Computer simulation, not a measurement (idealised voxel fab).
Process module in this document: voxel tone inversion
Square cell edge 5 nm, section width 300 nm, ID cut.
This document writes a cross-section as a grid whose cells are square, and gives it as bands, listed from the top down; one or more rows of cells form a band.
In this notation a band is specified by the heights of its top and bottom, in that order and in nm, after which its materials appear from left to right, each paired with its width in nm. The word "all across" attached to a single material means that material fills the band from edge to edge; the word "empty" stands for empty space.
The reference from which all heights are counted is 0, the level beneath which the as-received wafer is entirely one material; the lowest band, having no lower bound, proceeds downward and is written after the example "0 down".
With a width like "30->40", each row of cells in the band differs from the next by the same amount, the top row carrying the first number and the bottom row the second.
"no change" (step): cross-section cells unchanged, all of them.
You'll see "Closed void table" listing empty spaces that have no way open to the top, as long as they're 8 cells or more; the notation is width x height at distance, where the distance is from the left edge, and all of it is in nm.
That trailing text on a step's line, after the settings, is the simulator's own remark on the step.
overlay nm: right-of-plan distance of the mask on a masked step; negative values mean left-of-plan.
SO HERE'S THE LINEUP OF PROCESS STEPS WE PLANNED
1. RECEIVE [material Si]
2. CONFORMAL_DEP [material SiCN] [thk nm 10]
3. DIRECTIONAL_DEP [material polySi] [thk nm 15]
4. PATTERN [tone cover] [mask id POSTS] [material resist] [width nm 20] [pitch nm 35] [thk nm 20] [overlay nm 0]
5. DIRECTIONAL_ETCH [etch materials polySi] [depth nm 15]
6. STRIP [etch materials resist]
7. FILL_DEP [material lowk] [thk nm 5]
8. CMP [height nm 25]
9. STRIP [etch materials polySi]
WAFER AT RECEIPT (POST STEP 1), CROSS-SECTION
0 down  Si all across
Closed void table: none
CROSS-SECTION: FIRST OF TWO WAFERS, MODULE FINISHED, RUN ACCORDING TO PLAN
25 to 10  85 lowk; 20 empty; 15 lowk; 20 empty; 15 lowk; 20 empty; 15 lowk; 20 empty; 90 lowk
10 to 0  SiCN all across
0 down  Si all across
Closed void table: none
HERE IS THE SECOND OF THE TWO WAFERS CUT OPEN AT THE END OF THE MODULE - SAME START, SAME PLAN AS THE FIRST ONE, BUT WE MADE ONE MISTAKE RUNNING IT
25 to 10  80 lowk; 20 empty; 15 lowk; 20 empty; 15 lowk; 20 empty; 15 lowk; 20 empty; 95 lowk
10 to 0  SiCN all across
0 down  Si all across
Closed void table: none
Error vs. plan: step 4 did not happen as planned, as run it was PATTERN [tone cover] [mask id POSTS] [material resist] [width nm 20] [pitch nm 35] [thk nm 20] [overlay nm -5]
Comparing end states, the material composition by cell count is preserved from the first wafer to the second, while the locations of the cells are not.
